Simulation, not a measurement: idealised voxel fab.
The following is a process module called voxel self aligned contacts.
It is cross-section cut that appears here, measuring 185 nm in width, its square cells being 5 nm in size.
Throughout this document, each cross-section is represented as a grid of square cells and is presented as a sequence of bands enumerated from the top downward, where a band comprises one or more rows of cells.
What a band's entry tells you: where the top is and where the bottom is, as heights in nm, and after that what lies inside, material by material from left to right, each with its width in nm. Empty space is written as the word "air", and a single material marked with the word "full width" occupies the band from edge to edge.
All heights in this document are referenced to 0, defined as the level beneath which the wafer, as received, consists entirely of one material. The lowest band is not bounded below; it extends indefinitely downward and is written in the form "0 down".
The width entry "30->40" should be interpreted row by row: the top row of cells in the band takes the first number, the bottom row takes the second number, and the change between adjacent rows is uniform throughout.
You'll sometimes find "identical to before" written for a step, and that's the way of saying that nowhere in the cross-section did a cell change during that step.
"Fully enclosed voids" contains a list of empty spaces, each no smaller than 8 cells and without an open way to the top, written in the form width x height at distance with the distance from the left edge and all three in nm.
The remark found on a step's line after its settings is issued by the simulator itself and pertains to that step.
overlay nm: mask right of planned place by this much (step with mask). Neg. = left.

-- These are the steps we planned for the process
| 1 | RECEIVE,material Si |
| 2 | OXIDIZE,depth nm 5 |
| 3 | DIRECTIONAL_DEP,material polySi,thk nm 25 |
| 4 | DIRECTIONAL_DEP,material SiN,thk nm 25 |
| 5 | DIRECTIONAL_DEP,material aC,thk nm 10 |
| 6 | PATTERN,tone cover,mask id GATE,material resist,width nm 25,pitch nm 65,thk nm 30,overlay nm 0 |
| 7 | DIRECTIONAL_ETCH,etch materials aC,depth nm 10 |
| 8 | STRIP,etch materials resist |
| 9 | DIRECTIONAL_ETCH,etch materials SiN,depth nm 25 |
| 10 | DIRECTIONAL_ETCH,etch materials polySi,depth nm 25 |
| 11 | STRIP,etch materials aC |
| 12 | CONFORMAL_DEP,material SiN,thk nm 10 |
| 13 | DIRECTIONAL_ETCH,etch materials SiN,depth nm 10 |
| 14 | FILL_DEP,material SiO2,thk nm 20 |
| 15 | CMP,height nm 60 |
| 16 | MASKED_ETCH,tone open,mask id CONTACT,width nm 50,pitch nm 65,etch materials SiO2,depth nm 65,overlay nm 0 |
| 17 | CONFORMAL_DEP,material TiN,thk nm 5 |
| 18 | FILL_DEP,material W,thk nm 5 |
| 19 | CMP,height nm 60 |
| 20 | CONFORMAL_DEP,material SiCN,thk nm 5 |

-- The first of two wafers, run as planned

-- Shown in cross-section is the wafer as received, that is, as it stands after step 1
* 0 down: Si full width
* Fully enclosed voids: none

-- The wafer, seen in cross-section, after step 2
* 0 to -5: SiO2 full width
* Everything under -5 stays put, no change at all.

-- The wafer, seen in cross-section, after step 3
* 25 to 0: polySi full width
* Everything under 0 stays put, no change at all.

-- The wafer, seen in cross-section, after step 4
* 50 to 25: SiN full width
* Everything under 25 stays put, no change at all.

-- The wafer, seen in cross-section, after step 5
* 60 to 50: aC full width
* Everything under 50 stays put, no change at all.

-- The wafer, seen in cross-section, after step 6
* 90 to 60: 15 air, then 25 resist, then 40 air, then 25 resist, then 40 air, then 25 resist, then 15 air
* Everything under 60 stays put, no change at all.

-- The wafer, seen in cross-section, after step 7
* 80 to 60: 15 air, then 25 resist, then 40 air, then 25 resist, then 40 air, then 25 resist, then 15 air
* 60 to 50: 15 air, then 25 aC, then 40 air, then 25 aC, then 40 air, then 25 aC, then 15 air
* Everything under 50 stays put, no change at all.

-- The wafer, seen in cross-section, after step 8
* 60 to 50: 15 air, then 25 aC, then 40 air, then 25 aC, then 40 air, then 25 aC, then 15 air
* Everything under 50 stays put, no change at all.

-- The wafer, seen in cross-section, after step 9
* 60 to 50: 15 air, then 25 aC, then 40 air, then 25 aC, then 40 air, then 25 aC, then 15 air
* 50 to 25: 15 air, then 25 SiN, then 40 air, then 25 SiN, then 40 air, then 25 SiN, then 15 air
* Everything under 25 stays put, no change at all.

-- The wafer, seen in cross-section, after step 10
* 60 to 50: 15 air, then 25 aC, then 40 air, then 25 aC, then 40 air, then 25 aC, then 15 air
* 50 to 25: 15 air, then 25 SiN, then 40 air, then 25 SiN, then 40 air, then 25 SiN, then 15 air
* 25 to 0: 15 air, then 25 polySi, then 40 air, then 25 polySi, then 40 air, then 25 polySi, then 15 air
* Everything under 0 stays put, no change at all.

-- The wafer, seen in cross-section, after step 11
* 50 to 25: 15 air, then 25 SiN, then 40 air, then 25 SiN, then 40 air, then 25 SiN, then 15 air
* Everything under 25 stays put, no change at all.

-- The wafer, seen in cross-section, after step 12
* 60 to 25: 5 air, then 45 SiN, then 20 air, then 45 SiN, then 20 air, then 45 SiN, then 5 air
* 25 to 10: 5 air, then 10 SiN, then 25 polySi, then 10 SiN, then 20 air, then 10 SiN, then 25 polySi, then 10 SiN, then 20 air, then 10 SiN, then 25 polySi, then 10 SiN, then 5 air
* 10 to 0: 15 SiN, then 25 polySi, then 40 SiN, then 25 polySi, then 40 SiN, then 25 polySi, then 15 SiN
* Everything under 0 stays put, no change at all.

-- The wafer, seen in cross-section, after step 13
* 50 to 25: 5 air, then 45 SiN, then 20 air, then 45 SiN, then 20 air, then 45 SiN, then 5 air
* 25 to 0: 5 air, then 10 SiN, then 25 polySi, then 10 SiN, then 20 air, then 10 SiN, then 25 polySi, then 10 SiN, then 20 air, then 10 SiN, then 25 polySi, then 10 SiN, then 5 air
* Everything under 0 stays put, no change at all.

-- The wafer, seen in cross-section, after step 14
* 70 to 50: SiO2 full width
* 50 to 25: 5 SiO2, then 45 SiN, then 20 SiO2, then 45 SiN, then 20 SiO2, then 45 SiN, then 5 SiO2
* 25 to 0: 5 SiO2, then 10 SiN, then 25 polySi, then 10 SiN, then 20 SiO2, then 10 SiN, then 25 polySi, then 10 SiN, then 20 SiO2, then 10 SiN, then 25 polySi, then 10 SiN, then 5 SiO2
* Everything under 0 stays put, no change at all.

-- The wafer, seen in cross-section, after step 15
* 60 to 50: SiO2 full width
* Everything under 50 stays put, no change at all.

-- The wafer, seen in cross-section, after step 16
* 60 to 50: 35 SiO2, then 50 air, then 15 SiO2, then 50 air, then 35 SiO2
* 50 to 25: 5 SiO2, then 45 SiN, then 20 air, then 45 SiN, then 20 air, then 45 SiN, then 5 SiO2
* 25 to 0: 5 SiO2, then 10 SiN, then 25 polySi, then 10 SiN, then 20 air, then 10 SiN, then 25 polySi, then 10 SiN, then 20 air, then 10 SiN, then 25 polySi, then 10 SiN, then 5 SiO2
* 0 to -5: 50 SiO2, then 20 air, then 45 SiO2, then 20 air, then 50 SiO2
* Everything under -5 stays put, no change at all.

-- The wafer, seen in cross-section, after step 17
* 65 to 60: 40 TiN, then 40 air, then 25 TiN, then 40 air, then 40 TiN
* 60 to 50: 35 SiO2, then 5->20 TiN, then 40->10 air, then 5->20 TiN, then 15 SiO2, then 5->20 TiN, then 40->10 air, then 5->20 TiN, then 35 SiO2
* 50 to 25: 5 SiO2, then 45 SiN, then 5 TiN, then 10 air, then 5 TiN, then 45 SiN, then 5 TiN, then 10 air, then 5 TiN, then 45 SiN, then 5 SiO2
* 25 to 0: 5 SiO2, then 10 SiN, then 25 polySi, then 10 SiN, then 5 TiN, then 10 air, then 5 TiN, then 10 SiN, then 25 polySi, then 10 SiN, then 5 TiN, then 10 air, then 5 TiN, then 10 SiN, then 25 polySi, then 10 SiN, then 5 SiO2
* 0 to -5: 50 SiO2, then 20 TiN, then 45 SiO2, then 20 TiN, then 50 SiO2
* Everything under -5 stays put, no change at all.

-- The wafer, seen in cross-section, after step 18
* 70 to 65: W full width
* 65 to 60: 40 TiN, then 40 W, then 25 TiN, then 40 W, then 40 TiN
* 60 to 50: 35 SiO2, then 5->20 TiN, then 40->10 W, then 5->20 TiN, then 15 SiO2, then 5->20 TiN, then 40->10 W, then 5->20 TiN, then 35 SiO2
* 50 to 25: 5 SiO2, then 45 SiN, then 5 TiN, then 10 W, then 5 TiN, then 45 SiN, then 5 TiN, then 10 W, then 5 TiN, then 45 SiN, then 5 SiO2
* 25 to 0: 5 SiO2, then 10 SiN, then 25 polySi, then 10 SiN, then 5 TiN, then 10 W, then 5 TiN, then 10 SiN, then 25 polySi, then 10 SiN, then 5 TiN, then 10 W, then 5 TiN, then 10 SiN, then 25 polySi, then 10 SiN, then 5 SiO2
* Everything under 0 stays put, no change at all.

-- The wafer, seen in cross-section, after step 19
* 60 to 50: 35 SiO2, then 5->20 TiN, then 40->10 W, then 5->20 TiN, then 15 SiO2, then 5->20 TiN, then 40->10 W, then 5->20 TiN, then 35 SiO2
* Everything under 50 stays put, no change at all.

-- The wafer, seen in cross-section, after step 20
* 65 to 60: SiCN full width
* Everything under 60 stays put, no change at all.

-- Second wafer - shared start and plan with the first - one error in running - same as the first up to step 3 inclusive

-- Second wafer at the planned finish of step 4, seen in cross-section
* 75 to 25: SiN full width
* Everything under 25 stays put, no change at all.

-- Second wafer at the planned finish of step 5, seen in cross-section
* 85 to 75: aC full width
* Everything under 75 stays put, no change at all.

-- Second wafer at the planned finish of step 6, seen in cross-section
* 115 to 85: 15 air, then 25 resist, then 40 air, then 25 resist, then 40 air, then 25 resist, then 15 air
* Everything under 85 stays put, no change at all.

-- Second wafer at the planned finish of step 7, seen in cross-section
* 105 to 85: 15 air, then 25 resist, then 40 air, then 25 resist, then 40 air, then 25 resist, then 15 air
* 85 to 75: 15 air, then 25 aC, then 40 air, then 25 aC, then 40 air, then 25 aC, then 15 air
* Everything under 75 stays put, no change at all.

-- Second wafer at the planned finish of step 8, seen in cross-section
* 85 to 75: 15 air, then 25 aC, then 40 air, then 25 aC, then 40 air, then 25 aC, then 15 air
* Everything under 75 stays put, no change at all.

-- Second wafer at the planned finish of step 9, seen in cross-section
* 85 to 75: 15 air, then 25 aC, then 40 air, then 25 aC, then 40 air, then 25 aC, then 15 air
* 75 to 50: 15 air, then 25 SiN, then 40 air, then 25 SiN, then 40 air, then 25 SiN, then 15 air
* Everything under 50 stays put, no change at all.

Second wafer at the planned finish of step 10, seen in cross-section: identical to before

-- Second wafer at the planned finish of step 11, seen in cross-section
* 75 to 50: 15 air, then 25 SiN, then 40 air, then 25 SiN, then 40 air, then 25 SiN, then 15 air
* Everything under 50 stays put, no change at all.

-- Second wafer at the planned finish of step 12, seen in cross-section
* 85 to 60: 5 air, then 45 SiN, then 20 air, then 45 SiN, then 20 air, then 45 SiN, then 5 air
* 60 to 25: SiN full width
* Everything under 25 stays put, no change at all.

-- Second wafer at the planned finish of step 13, seen in cross-section
* 75 to 50: 5 air, then 45 SiN, then 20 air, then 45 SiN, then 20 air, then 45 SiN, then 5 air
* Everything under 50 stays put, no change at all.

-- Second wafer at the planned finish of step 14, seen in cross-section
* 95 to 75: SiO2 full width
* 75 to 50: 5 SiO2, then 45 SiN, then 20 SiO2, then 45 SiN, then 20 SiO2, then 45 SiN, then 5 SiO2
* Everything under 50 stays put, no change at all.

-- Second wafer at the planned finish of step 15, seen in cross-section
* 60 to 50: 5 SiO2, then 45 SiN, then 20 SiO2, then 45 SiN, then 20 SiO2, then 45 SiN, then 5 SiO2
* Everything under 50 stays put, no change at all.

-- Second wafer at the planned finish of step 16, seen in cross-section
* 60 to 50: 5 SiO2, then 45 SiN, then 20 air, then 45 SiN, then 20 air, then 45 SiN, then 5 SiO2
* Everything under 50 stays put, no change at all.

-- Second wafer at the planned finish of step 17, seen in cross-section
* 65 to 60: 55 TiN, then 10 air, then 55 TiN, then 10 air, then 55 TiN
* 60 to 55: 5 SiO2, then 45 SiN, then 5 TiN, then 10 air, then 5 TiN, then 45 SiN, then 5 TiN, then 10 air, then 5 TiN, then 45 SiN, then 5 SiO2
* 55 to 50: 5 SiO2, then 45 SiN, then 20 TiN, then 45 SiN, then 20 TiN, then 45 SiN, then 5 SiO2
* Everything under 50 stays put, no change at all.

-- Second wafer at the planned finish of step 18, seen in cross-section
* 70 to 65: W full width
* 65 to 60: 55 TiN, then 10 W, then 55 TiN, then 10 W, then 55 TiN
* 60 to 55: 5 SiO2, then 45 SiN, then 5 TiN, then 10 W, then 5 TiN, then 45 SiN, then 5 TiN, then 10 W, then 5 TiN, then 45 SiN, then 5 SiO2
* Everything under 55 stays put, no change at all.

-- Second wafer at the planned finish of step 19, seen in cross-section
* 60 to 55: 5 SiO2, then 45 SiN, then 5 TiN, then 10 W, then 5 TiN, then 45 SiN, then 5 TiN, then 10 W, then 5 TiN, then 45 SiN, then 5 SiO2
* Everything under 55 stays put, no change at all.

-- Second wafer at the planned finish of step 20, seen in cross-section
* 65 to 60: SiCN full width
* Everything under 60 stays put, no change at all.
Want to know what went wrong? twice over, step 4 of the plan was run
End check, counted in cells, second wafer has more or fewer of these materials than the first: SiN: 44 more, SiO2: 42 fewer, TiN: 56 fewer, W: 56 fewer, polySi: 110 more
